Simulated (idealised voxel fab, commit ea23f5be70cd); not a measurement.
Process module in this document: voxel gate over fins
Cross-sectional view cut (width: 265 nm; square cell size: 5 nm).
We lay out every cross-section as a grid of square cells and spell it out in bands from the top down, where one band means one or more rows of cells. Basically the band line says how high the top is and how high the bottom is, in nm, and then what's in it from left to right, every material with its width in nm. Empty space shows up as "blank", and if a single material carries "all across" it runs the full band edge to edge. All heights in this document are referenced to 0, defined as the level beneath which the wafer, as received, consists entirely of one material. The lowest band is not bounded below; it extends indefinitely downward and is written in the form "from 0 down". When a width is written as two numbers, as in "30->40", the first number is the width in the top row of cells of the band and the second is the width in its bottom row, and the width changes by the same amount from each row to the next. Given "all unchanged" for a step, no cell of the cross-section differs between before and after that step. Reported under the label "Sealed voids" are the empty spaces having no open way to the top and comprising 8 cells or more; the notation for each is width x height at distance, in which the distance is measured from the left edge and all three values are in nm. Anything after a step's settings on that line? It's the simulator's own note about the step. overlay nm: mask right of planned place by this much (step with mask). Neg. = left.

-- Process steps foreseen in the plan
1. RECEIVE, material Si
2. CONFORMAL_DEP, material SiN, thk nm 10
3. MASKED_ETCH, tone cover, mask id FINS, width nm 15, pitch nm 60, etch materials SiN, depth nm 10, overlay nm 0
4. MASKED_ETCH, tone cover, mask id FINS, width nm 15, pitch nm 60, etch materials Si, depth nm 40, overlay nm 0
5. OXIDIZE, depth nm 5
6. FILL_DEP, material SiO2, thk nm 5
7. CMP, height nm 10
8. MASKED_ETCH, tone open, mask id RAIL, width nm 15, etch materials SiO2, depth nm 45, overlay nm 0
9. CONFORMAL_DEP, material TiN, thk nm 5
10. FILL_DEP, material Ru, thk nm 10
11. CMP, height nm 10
12. SELECTIVE_ETCH, etch materials W Ru TiN, depth nm 30
13. FILL_DEP, material SiO2, thk nm 5
14. CMP, height nm 10
15. SELECTIVE_ETCH, etch materials SiO2, depth nm 20
16. STRIP, etch materials SiN
17. CONFORMAL_DEP, material HfO2, thk nm 5
18. CONFORMAL_DEP, material TiN, thk nm 5
19. CONFORMAL_DEP, material TiAl, thk nm 5
20. CONFORMAL_DEP, material TiN, thk nm 5
21. FILL_DEP, material W, thk nm 10
22. CMP, height nm 25
23. CONFORMAL_DEP, material SiCN, thk nm 10

-- Cross-sectional view of the wafer in its as-received condition, corresponding to the state after step 1
from 0 down: Si all across
Sealed voids: none

-- First of two wafers, end-of-module section, run followed plan
from 35 to 25: SiCN all across
from 25 to 20: W all across
from 20 to 15: 20 W, 45 TiN, 15 W, 45 TiN, 15 W, 45 TiN, 15 W, 45 TiN, 20 W
from 15 to 10: 20 W, 5 TiN, 35 TiAl, 5 TiN, 15 W, 5 TiN, 35 TiAl, 5 TiN, 15 W, 5 TiN, 35 TiAl, 5 TiN, 15 W, 5 TiN, 35 TiAl, 5 TiN, 20 W
from 10 to 5: 25 TiN, 5 TiAl, 25 TiN, 5 TiAl, 25 TiN, 5 TiAl, 25 TiN, 5 TiAl, 25 TiN, 5 TiAl, 25 TiN, 5 TiAl, 25 TiN, 5 TiAl, 25 TiN, 5 TiAl, 25 TiN
from 5 to 0: 30 TiAl, 5 TiN, 15 HfO2, 5 TiN, 35 TiAl, 5 TiN, 15 HfO2, 5 TiN, 35 TiAl, 5 TiN, 15 HfO2, 5 TiN, 35 TiAl, 5 TiN, 15 HfO2, 5 TiN, 30 TiAl
from 0 to -5: 35 TiN, 5 HfO2, 5 Si, 5 HfO2, 45 TiN, 5 HfO2, 5 Si, 5 HfO2, 45 TiN, 5 HfO2, 5 Si, 5 HfO2, 45 TiN, 5 HfO2, 5 Si, 5 HfO2, 35 TiN
from -5 to -10: 40 HfO2, 5 Si, 55 HfO2, 5 Si, 55 HfO2, 5 Si, 55 HfO2, 5 Si, 40 HfO2
from -10 to -20: 40 SiO2, 5 Si, 55 SiO2, 5 Si, 55 SiO2, 5 Si, 55 SiO2, 5 Si, 40 SiO2
from -20 to -30: 40 SiO2, 5 Si, 20 SiO2, 5 TiN, 5 Ru, 5 TiN, 20 SiO2, 5 Si, 55 SiO2, 5 Si, 55 SiO2, 5 Si, 40 SiO2
from -30 to -35: 40 SiO2, 5 Si, 20 SiO2, 15 TiN, 20 SiO2, 5 Si, 55 SiO2, 5 Si, 55 SiO2, 5 Si, 40 SiO2
from -35 to -45: 40 SiO2, 5 Si, 55 SiO2, 5 Si, 55 SiO2, 5 Si, 55 SiO2, 5 Si, 40 SiO2
from -45 down: Si all across
Sealed voids: none

-- Cross-section at end of module for the second wafer of two, which matched the first in starting point and plan and differed by one mistake in its processing
from 35 to 25: SiO2 all across
from 25 to 20: W all across
from 20 to 15: 20 W, 45 TiN, 15 W, 45 TiN, 15 W, 45 TiN, 15 W, 45 TiN, 20 W
from 15 to 10: 20 W, 5 TiN, 35 TiAl, 5 TiN, 15 W, 5 TiN, 35 TiAl, 5 TiN, 15 W, 5 TiN, 35 TiAl, 5 TiN, 15 W, 5 TiN, 35 TiAl, 5 TiN, 20 W
from 10 to 5: 25 TiN, 5 TiAl, 25 TiN, 5 TiAl, 25 TiN, 5 TiAl, 25 TiN, 5 TiAl, 25 TiN, 5 TiAl, 25 TiN, 5 TiAl, 25 TiN, 5 TiAl, 25 TiN, 5 TiAl, 25 TiN
from 5 to 0: 30 TiAl, 5 TiN, 15 HfO2, 5 TiN, 35 TiAl, 5 TiN, 15 HfO2, 5 TiN, 35 TiAl, 5 TiN, 15 HfO2, 5 TiN, 35 TiAl, 5 TiN, 15 HfO2, 5 TiN, 30 TiAl
from 0 to -5: 35 TiN, 5 HfO2, 5 Si, 5 HfO2, 45 TiN, 5 HfO2, 5 Si, 5 HfO2, 45 TiN, 5 HfO2, 5 Si, 5 HfO2, 45 TiN, 5 HfO2, 5 Si, 5 HfO2, 35 TiN
from -5 to -10: 40 HfO2, 5 Si, 55 HfO2, 5 Si, 55 HfO2, 5 Si, 55 HfO2, 5 Si, 40 HfO2
from -10 to -20: 40 SiO2, 5 Si, 55 SiO2, 5 Si, 55 SiO2, 5 Si, 55 SiO2, 5 Si, 40 SiO2
from -20 to -30: 40 SiO2, 5 Si, 20 SiO2, 5 TiN, 5 Ru, 5 TiN, 20 SiO2, 5 Si, 55 SiO2, 5 Si, 55 SiO2, 5 Si, 40 SiO2
from -30 to -35: 40 SiO2, 5 Si, 20 SiO2, 15 TiN, 20 SiO2, 5 Si, 55 SiO2, 5 Si, 55 SiO2, 5 Si, 40 SiO2
from -35 to -45: 40 SiO2, 5 Si, 55 SiO2, 5 Si, 55 SiO2, 5 Si, 55 SiO2, 5 Si, 40 SiO2
from -45 down: Si all across
Sealed voids: none
Plan not followed: step 23 went in with a setting other than planned; the actual run was CONFORMAL_DEP, material SiO2, thk nm 10
Final cells, second wafer relative to first, materials higher or lower: SiCN: 106 fewer | SiO2: 106 more
